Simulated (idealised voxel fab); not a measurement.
Process module under the name voxel wiring stack
This is section cut - it's 250 nm across, gridded in 5 nm square cells.
Heads up, the way a cross-section reads in here is a grid of square cells, handed over as bands from the top down, with every band being one or more rows of cells. Each band's line starts with the height of the band's top and of its bottom, in nm. Then come its materials from left to right, each with its width in nm. One material with "throughout" fills the band from edge to edge. "air" is empty space. Heights are expressed relative to 0, this being the level below which the as-received wafer comprises one material exclusively. The lowest band is unbounded in the downward direction and is denoted as in "0 and below". Width spec "30 to 40" -> top row of cells at first value, bottom row at second value, equal per-row change in between. Reading "nothing was modified" for a step: not a cell of the cross-section changed in it. Closed-off voids of 8+ cells (no open route to the top) go in "Closed internal cavities", written width x height at distance from the left edge, in nm. Anything after a step's settings on that line? It's the simulator's own note about the step. For masked steps, "overlay nm" on the step line gives how far right of plan the mask actually lay; a minus sign means it lay to the left.

These are the steps we planned for the process
step 1: RECEIVE (material Si)
step 2: CONFORMAL_DEP (material SiO2; thk nm 15)
step 3: CONFORMAL_DEP (material SiN; thk nm 5)
step 4: DIRECTIONAL_DEP (material lowk; thk nm 20)
step 5: MASKED_ETCH (tone open; mask id METAL_1; width nm 30; pitch nm 60; etch materials lowk; depth nm 20; overlay nm 0)
step 6: MASKED_ETCH (tone open; mask id METAL_1; width nm 30; pitch nm 60; etch materials SiN; depth nm 5; overlay nm 0)
step 7: CONFORMAL_DEP (material TiN; thk nm 5)
step 8: FILL_DEP (material Cu; thk nm 10)
step 9: CMP (height nm 40)
step 10: CONFORMAL_DEP (material SiCN; thk nm 5)
step 11: DIRECTIONAL_DEP (material lowk; thk nm 20)
step 12: PATTERN (tone open; mask id PLUG_1; material resist; width nm 15; pitch nm 60; thk nm 15; overlay nm 0)
step 13: DIRECTIONAL_ETCH (etch materials lowk; depth nm 20)
step 14: DIRECTIONAL_ETCH (etch materials SiCN; depth nm 5)
step 15: STRIP (etch materials resist)
step 16: CONFORMAL_DEP (material TiN; thk nm 5)
step 17: FILL_DEP (material Ru; thk nm 5)
step 18: CMP (height nm 65)
step 19: CONFORMAL_DEP (material SiN; thk nm 5)
step 20: DIRECTIONAL_DEP (material SiO2; thk nm 15)
step 21: DIRECTIONAL_DEP (material aC; thk nm 15)
step 22: PATTERN (tone open; mask id METAL_2; material resist; width nm 30; pitch nm 60; thk nm 35; overlay nm 0)
step 23: DIRECTIONAL_ETCH (etch materials aC; depth nm 15)
step 24: STRIP (etch materials resist)
step 25: DIRECTIONAL_ETCH (etch materials SiO2; depth nm 15)
step 26: DIRECTIONAL_ETCH (etch materials SiN; depth nm 5)
step 27: STRIP (etch materials aC)
step 28: CONFORMAL_DEP (material TiN; thk nm 5)
step 29: FILL_DEP (material Cu; thk nm 5)
step 30: CMP (height nm 85)
step 31: CONFORMAL_DEP (material SiN; thk nm 5)

Cross-section, incoming material, after step 1
  0 and below  Si throughout
  Closed internal cavities: none

As-planned run: cross-section of the first of two wafers at end of module
  90 down to 85  SiN throughout
  85 down to 70  SiO2 50 nm  TiN 5 nm  Cu 20 nm  TiN 5 nm  SiO2 30 nm  TiN 5 nm  Cu 20 nm  TiN 5 nm  SiO2 30 nm  TiN 5 nm  Cu 20 nm  TiN 5 nm  SiO2 50 nm
  70 down to 65  SiN 50 nm  TiN 30 nm  SiN 30 nm  TiN 30 nm  SiN 30 nm  TiN 30 nm  SiN 50 nm
  65 down to 45  lowk 50 nm  TiN 5 nm  Ru 5 nm  TiN 5 nm  lowk 45 nm  TiN 5 nm  Ru 5 nm  TiN 5 nm  lowk 45 nm  TiN 5 nm  Ru 5 nm  TiN 5 nm  lowk 65 nm
  45 down to 40  SiCN 50 nm  TiN 15 nm  SiCN 45 nm  TiN 15 nm  SiCN 45 nm  TiN 15 nm  SiCN 65 nm
  40 down to 20  lowk 50 nm  TiN 5 nm  Cu 20 nm  TiN 5 nm  lowk 30 nm  TiN 5 nm  Cu 20 nm  TiN 5 nm  lowk 30 nm  TiN 5 nm  Cu 20 nm  TiN 5 nm  lowk 50 nm
  20 down to 15  SiN 50 nm  TiN 30 nm  SiN 30 nm  TiN 30 nm  SiN 30 nm  TiN 30 nm  SiN 50 nm
  15 down to 0  SiO2 throughout
  0 and below  Si throughout
  Closed internal cavities: none

Cross-section at end of module for the second wafer of two, which matched the first in starting point and plan and differed by one mistake in its processing
  90 down to 85  SiN throughout
  85 down to 70  SiO2 50 nm  TiN 5 nm  Cu 20 nm  TiN 5 nm  SiO2 30 nm  TiN 5 nm  Cu 20 nm  TiN 5 nm  SiO2 30 nm  TiN 5 nm  Cu 20 nm  TiN 5 nm  SiO2 50 nm
  70 down to 65  SiN 50 nm  TiN 30 nm  SiN 30 nm  TiN 30 nm  SiN 30 nm  TiN 30 nm  SiN 50 nm
  65 down to 45  lowk 50 nm  TiN 5 nm  Ru 5 nm  TiN 5 nm  lowk 45 nm  TiN 5 nm  Ru 5 nm  TiN 5 nm  lowk 45 nm  TiN 5 nm  Ru 5 nm  TiN 5 nm  lowk 65 nm
  45 down to 40  SiCN 50 nm  TiN 15 nm  SiCN 45 nm  TiN 15 nm  SiCN 45 nm  TiN 15 nm  SiCN 65 nm
  40 down to 35  TiN 55 nm  Cu 20 nm  TiN 40 nm  Cu 20 nm  TiN 40 nm  Cu 20 nm  TiN 55 nm
  35 down to 20  lowk 50 nm  TiN 5 nm  Cu 20 nm  TiN 5 nm  lowk 30 nm  TiN 5 nm  Cu 20 nm  TiN 5 nm  lowk 30 nm  TiN 5 nm  Cu 20 nm  TiN 5 nm  lowk 50 nm
  20 down to 15  lowk 50 nm  TiN 30 nm  lowk 30 nm  TiN 30 nm  lowk 30 nm  TiN 30 nm  lowk 50 nm
  15 down to 0  SiO2 throughout
  0 and below  Si throughout
  Closed internal cavities: none
Which mistake was made when the wafer was run? plan step 3: skipped, not run
Looking at both finished wafers in cells, the second ends up ahead of or behind the first on some materials: 32 fewer of SiN, 32 more of TiN
